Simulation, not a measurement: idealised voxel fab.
Herein follows the process module entitled voxel gate over fins.
FYI the section here is cut, 235 nm wide, cells are 5 nm squares.
Just so we're on the same page, the cross-sections are grids of square cells, and they're listed out in bands top to bottom, each band one or more rows deep.
Within each band entry, the heights of the top and of the bottom of the band appear first, in that order and in nm; the materials of the band then follow from left to right, each with its corresponding width in nm. The designation "everywhere" on a single material indicates that it fills the band from edge to edge; the designation "air" indicates empty space.
The reference from which all heights are counted is 0, the level beneath which the as-received wafer is entirely one material; the lowest band, having no lower bound, proceeds downward and is written after the example "z 0 and below".
The two numbers in a width such as "30 to 40" mark its ends across the band: the first belongs to the top row of cells, the second to the bottom row, and from each row to the next the width moves by the same amount.
Step note "remained the same" = no cross-section cell changed.
This entry, "Cavities, sealed", enumerates those empty regions of no fewer than 8 cells that possess no open connection to the top. Each region is reported in the form width x height at distance, the distance being taken from the left edge, with all three quantities expressed in nm.
Post-settings text on a step line: simulator's own remark regarding the step.
overlay nm, on a step with a mask: how far to the right of its planned place the mask lay; to the left if negative
[So here's the lineup of process steps we planned]
1 RECEIVE: material Si
2 CONFORMAL_DEP: material SiN, thk nm 10
3 DIRECTIONAL_DEP: material aC, thk nm 15
4 PATTERN: tone cover, mask id FINS, material resist, width nm 15, pitch nm 45, thk nm 35, overlay nm 0
5 DIRECTIONAL_ETCH: etch materials aC, depth nm 15
6 STRIP: etch materials resist
7 DIRECTIONAL_ETCH: etch materials SiN, depth nm 10
8 DIRECTIONAL_ETCH: etch materials Si, depth nm 40
9 STRIP: etch materials aC
10 OXIDIZE: depth nm 5
11 FILL_DEP: material SiO2, thk nm 5
12 CMP: height nm 10
13 SELECTIVE_ETCH: etch materials SiO2, depth nm 20
14 STRIP: etch materials SiN
15 CONFORMAL_DEP: material HfO2, thk nm 5
16 CONFORMAL_DEP: material TiN, thk nm 5
17 FILL_DEP: material W, thk nm 10
18 CMP: height nm 15
19 CONFORMAL_DEP: material SiN, thk nm 10
Be aware that, although all wafers share a common starting state, the width nm at step 4 differs among them, and the plan displays the first wafer's value.
[The first of several wafers in cross-section, exactly as it reached us after step 1]
z 0 and below  Si everywhere
Cavities, sealed: none
[Module end state after final step 19: cross-section of the first of several wafers]
z 25 to 15  SiN everywhere
z 15 to 10  W everywhere
z 10 to 5  W=80; TiN=25; W=20; TiN=25; W=85
z 5 to 0  W=80; TiN=5; HfO2=15; TiN=5; W=20; TiN=5; HfO2=15; TiN=5; W=85
z 0 to -5  TiN=85; HfO2=5; Si=5; HfO2=5; TiN=30; HfO2=5; Si=5; HfO2=5; TiN=90
z -5 to -10  HfO2=90; Si=5; HfO2=40; Si=5; HfO2=95
z -10 to -45  SiO2=90; Si=5; SiO2=40; Si=5; SiO2=95
z -45 and below  Si everywhere
Cavities, sealed: none
[Last wafer x-sec, end of module]
z 25 to 15  SiN everywhere
z 15 to 10  W everywhere
z 10 to 5  W=75; TiN=40; W=5; TiN=40; W=75
z 5 to 0  W=75; TiN=5; HfO2=30; TiN=5; W=5; TiN=5; HfO2=30; TiN=5; W=75
z 0 to -5  TiN=80; HfO2=5; Si=20; HfO2=5; TiN=15; HfO2=5; Si=20; HfO2=5; TiN=80
z -5 to -10  HfO2=85; Si=20; HfO2=25; Si=20; HfO2=85
z -10 to -45  SiO2=85; Si=20; SiO2=25; Si=20; SiO2=85
z -45 and below  Si everywhere
Cavities, sealed: none
[Per-wafer rows below. For each material: cells gained (+) or lost (-) since the wafer was received, as of end of module. Then: closed voids]
width nm 15; +55 HfO2; -405 Si; +94 SiN; +315 SiO2; +55 TiN; +121 W; Cavities, sealed: none
width nm 20; +55 HfO2; -387 Si; +94 SiN; +301 SiO2; +55 TiN; +117 W; Cavities, sealed: none
width nm 25; +55 HfO2; -369 Si; +94 SiN; +287 SiO2; +55 TiN; +113 W; Cavities, sealed: none
width nm 30; +55 HfO2; -351 Si; +94 SiN; +273 SiO2; +55 TiN; +109 W; Cavities, sealed: none
